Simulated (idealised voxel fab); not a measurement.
A process module follows: voxel ribs on slabs.
Square cell edge 5 nm, section width 265 nm, ID cut.
When this document writes out a cross-section, it uses a grid of square cells and lists it as bands, beginning at the top and moving down, with a band standing for one or more rows of cells.
Heights first: top, then bottom, in nm. Then materials, left to right, each with a width in nm. "throughout" on a single material: fills the band edge to edge. "blank": empty space.
Beneath 0, the wafer as received is one material, and that level is where height counting begins. The lowest band goes on downward without a bottom; it is written like "0 down".
Graded width ("30..40"): value in top row of band = first number; value in bottom row = second number; row-to-row change constant.
"nothing different" (step): cross-section cells unchanged, all of them.
Reported under the label "Trapped voids" are the empty spaces having no open way to the top and comprising 8 cells or more; the notation for each is width x height at distance, in which the distance is measured from the left edge and all three values are in nm.
On a step's line, text after the settings is the simulator commenting on that step.
For masked steps, "overlay nm" on the step line gives how far right of plan the mask actually lay; a minus sign means it lay to the left.

These are the steps we planned for the process
1,RECEIVE: material Si
2,DIRECTIONAL_DEP: material SiO2, thk nm 20
3,DIRECTIONAL_DEP: material SiN, thk nm 25
4,PATTERN: tone cover, mask id RIB, material resist, width nm 15, thk nm 15, overlay nm 0
5,DIRECTIONAL_ETCH: etch materials SiN, depth nm 15
6,STRIP: etch materials resist
7,MASKED_ETCH: tone cover, mask id SLAB, width nm 65, etch materials SiN, depth nm 10, overlay nm 0
8,FILL_DEP: material SiO2, thk nm 30
9,CMP: height nm 65
10,DIRECTIONAL_DEP: material W, thk nm 5
11,DIRECTIONAL_DEP: material aC, thk nm 10
12,PATTERN: tone cover, mask id HEATER, material resist, width nm 25, thk nm 25, overlay nm 0
13,DIRECTIONAL_ETCH: etch materials aC, depth nm 10
14,STRIP: etch materials resist
15,DIRECTIONAL_ETCH: etch materials W, depth nm 5
16,STRIP: etch materials aC
17,CONFORMAL_DEP: material SiN, thk nm 10

This is the cross-section of the wafer as we received it, i.e. after step 1
	0 down = Si throughout
	Trapped voids: none

Look at the cross-section after the module: the wafer started out the way shown above and the plan was the one shown above, yet one mistake was made along the way
	70 to 65 = 120 blank, 25 W, 120 blank
	65 to 45 = SiO2 throughout
	45 to 30 = 125 SiO2, 15 SiN, 125 SiO2
	30 to 20 = 100 SiO2, 65 SiN, 100 SiO2
	20 to 0 = SiO2 throughout
	0 down = Si throughout
	Trapped voids: none
What was done differently from what was planned? with respect to the plan, step 17 was omitted and not executed
